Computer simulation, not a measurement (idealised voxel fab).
You're looking at the process module voxel plated lines.
Pictured: cross-section cut, 185 nm wide, on a grid of 5 nm square cells.
When this document writes out a cross-section, it uses a grid of square cells and lists it as bands, beginning at the top and moving down, with a band standing for one or more rows of cells.
This entry defines a band. It first specifies the height of the band's top and the height of its bottom in nm, and then specifies the band's materials from left to right, stating each material with its width in nm. The word "all across" identifies a single material that fills the band from edge to edge, while the word "empty" identifies empty space.
Height 0 is the level under which the wafer as received is all one material. The lowest band goes on downwards, as in "top 0, no bottom".
The notation "30->40" denotes a width that varies across the rows of cells in the band, beginning at the first number in the top row, finishing at the second number in the bottom row, and changing by an identical amount from each row to the next.
Take "no alteration" at face value: in the step it is given for, the cross-section changed in none of its cells.
Closed empty spaces (no open way to the top) of 8 cells or more are what "Enclosed void listing" lists, each as width x height at distance from the left edge, nm for all three.
On each step's line, the part that comes after the settings is the simulator's own comment on the step.
The setting "overlay nm" may be written on the line of a step. When the step uses a mask, the value reports how far to the right of the planned place the mask lay, and a negative value reports that it lay to the left.
## The process steps that were planned are listed below
1,RECEIVE: material Si
2,CONFORMAL_DEP: material SiO2, thk nm 10
3,DIRECTIONAL_DEP: material TiN, thk nm 5
4,PATTERN: tone open, mask id LINES, material resist, width nm 15, pitch nm 35, thk nm 30, overlay nm 0
5,EPI: material Ru, thk nm 10
6,EPI: material Ru, thk nm 10
7,STRIP: etch materials resist
8,DIRECTIONAL_ETCH: etch materials TiN, depth nm 5
9,CONFORMAL_DEP: material SiO2, thk nm 5
## Cross-section of the wafer at receipt, which is the condition after step 1
* top 0, no bottom  Si all across
* Enclosed void listing: none
## Final cross-section, module run with one mistake (start and plan as above)
* top 40, bottom 35  25 of empty, then 30 of SiO2, then 5 of empty, then 30 of SiO2, then 5 of empty, then 30 of SiO2, then 5 of empty, then 30 of SiO2, then 25 of empty
* top 35, bottom 15  25 of empty, then 5 of SiO2, then 20 of Ru, then 5 of SiO2, then 5 of empty, then 5 of SiO2, then 20 of Ru, then 5 of SiO2, then 5 of empty, then 5 of SiO2, then 20 of Ru, then 5 of SiO2, then 5 of empty, then 5 of SiO2, then 20 of Ru, then 5 of SiO2, then 25 of empty
* top 15, bottom 10  30 of SiO2, then 20 of TiN, then 15 of SiO2, then 20 of TiN, then 15 of SiO2, then 20 of TiN, then 15 of SiO2, then 20 of TiN, then 30 of SiO2
* top 10, bottom 0  SiO2 all across
* top 0, no bottom  Si all across
* Enclosed void listing: none
What was done differently from what was planned? contrary to plan, step 4 was performed as PATTERN: tone open, mask id LINES, material resist, width nm 20, pitch nm 35, thk nm 30, overlay nm 0
